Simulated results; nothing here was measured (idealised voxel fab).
process module | voxel capacitor over wiring
cross-section cut | 195 nm wide | cells 5 nm
A cross-section is a grid of square cells, given in bands from the top down. A band is one or more rows of cells.
Each band's line starts with the height of the band's top and of its bottom, in nm. Then come its materials from left to right, each with its width in nm. One material with "throughout" fills the band from edge to edge. "air" is empty space.
Height 0 is the level under which the wafer as received is all one material. The lowest band goes on downwards, as in "0 down".
A width such as "30 to 40" changes by the same amount from each row of cells to the next, from the band's top row to its bottom row.
"no change" after a step means that no cell of the cross-section changed.
closed voids: empty space of 8 cells or more with no open way to the top, each as width x height at its distance from the left edge, in nm
after a step's settings: what the simulator itself notes on the step
overlay nm, on a step with a mask: how far to the right of its planned place the mask lay; to the left if negative
plan
1 op RECEIVE | material Si
2 op CONFORMAL_DEP | material SiO2 | thk nm 10
3 op DIRECTIONAL_DEP | material TiN | thk nm 5
4 op DIRECTIONAL_DEP | material W | thk nm 25
5 op DIRECTIONAL_DEP | material aC | thk nm 15
6 op PATTERN | tone cover | mask id METAL_1 | material resist | width nm 30 | pitch nm 85 | thk nm 30 | overlay nm 0
7 op DIRECTIONAL_ETCH | etch materials aC | depth nm 15
8 op STRIP | etch materials resist
9 op DIRECTIONAL_ETCH | etch materials W | depth nm 25
10 op DIRECTIONAL_ETCH | etch materials TiN | depth nm 5
11 op STRIP | etch materials aC
12 op FILL_DEP | material lowk | thk nm 10
13 op CMP | height nm 40
14 op CONFORMAL_DEP | material SiCN | thk nm 5
15 op DIRECTIONAL_DEP | material lowk | thk nm 15
16 op MASKED_ETCH | tone open | mask id PLUG_1 | width nm 15 | etch materials lowk | depth nm 15 | overlay nm 0
17 op MASKED_ETCH | tone open | mask id PLUG_1 | width nm 15 | etch materials SiCN | depth nm 5 | overlay nm 0
18 op EPI | material Ru | thk nm 10
19 op EPI | material Ru | thk nm 10
20 op DIRECTIONAL_DEP | material TiN | thk nm 10
21 op DIRECTIONAL_DEP | material Al2O3 | thk nm 5
22 op DIRECTIONAL_DEP | material TiN | thk nm 10
23 op MASKED_ETCH | tone cover | mask id UPPER_PLATE | width nm 60 | etch materials TiN | depth nm 10 | overlay nm 0
24 op MASKED_ETCH | tone cover | mask id UPPER_PLATE | width nm 60 | etch materials Al2O3 | depth nm 5 | overlay nm 0
25 op DIRECTIONAL_DEP | material aC | thk nm 15
26 op PATTERN | tone cover | mask id LOWER_PLATE | material resist | width nm 70 | thk nm 30 | overlay nm 0
27 op DIRECTIONAL_ETCH | etch materials aC | depth nm 15
28 op STRIP | etch materials resist
29 op DIRECTIONAL_ETCH | etch materials TiN | depth nm 10
30 op STRIP | etch materials aC
31 op FILL_DEP | material SiO2 | thk nm 20
32 op CMP | height nm 100
33 op PATTERN | tone open | mask id PLUG_2 | material resist | width nm 15 | thk nm 15 | overlay nm 0
34 op DIRECTIONAL_ETCH | etch materials SiO2 | depth nm 15
35 op STRIP | etch materials resist
36 op CONFORMAL_DEP | material TiN | thk nm 5
37 op FILL_DEP | material W | thk nm 5
38 op CMP | height nm 100
39 op CONFORMAL_DEP | material SiCN | thk nm 5
as received, after step 1
  0 down: Si throughout
  closed voids: none
first wafer at the end, as planned
  105 to 100: SiCN throughout
  100 to 90: SiO2 65 | TiN 5 | W 5 | TiN 5 | SiO2 115
  90 to 85: SiO2 65 | TiN 15 | SiO2 115
  85 to 75: SiO2 55 | TiN 60 | SiO2 80
  75 to 70: SiO2 55 | Al2O3 60 | SiO2 80
  70 to 60: SiO2 50 | TiN 70 | SiO2 75
  60 to 45: lowk 55 | Ru 15 | lowk 125
  45 to 40: SiCN 55 | Ru 15 | SiCN 125
  40 to 15: lowk 40 | W 30 | lowk 55 | W 30 | lowk 40
  15 to 10: lowk 40 | TiN 30 | lowk 55 | TiN 30 | lowk 40
  10 to 0: SiO2 throughout
  0 down: Si throughout
  closed voids: none
second wafer at the end: like start, like plan, one mistake
  105 to 100: SiCN throughout
  100 to 90: SiO2 65 | TiN 5 | W 5 | TiN 5 | SiO2 115
  90 to 80: SiO2 65 to 70 | TiN 15 to 45 | SiO2 115 to 80
  80 to 75: SiO2 55 | TiN 60 | SiO2 80
  75 to 70: SiO2 55 | TiN 15 | Al2O3 45 | SiO2 80
  70 to 65: SiO2 50 | TiN 5 | Al2O3 15 | TiN 50 | SiO2 75
  65 to 60: SiO2 50 | TiN 70 | SiO2 75
  60 to 55: SiCN 55 | TiN 15 | SiCN 125
  55 to 40: lowk throughout
  40 to 15: lowk 40 | W 30 | lowk 55 | W 30 | lowk 40
  15 to 10: lowk 40 | TiN 30 | lowk 55 | TiN 30 | lowk 40
  10 to 0: SiO2 throughout
  0 down: Si throughout
  closed voids: none
what went wrong: steps 14 and 15 were swapped
at the end the second wafer has, in cells: 12 fewer of Ru | 3 more of SiO2 | 9 more of lowk
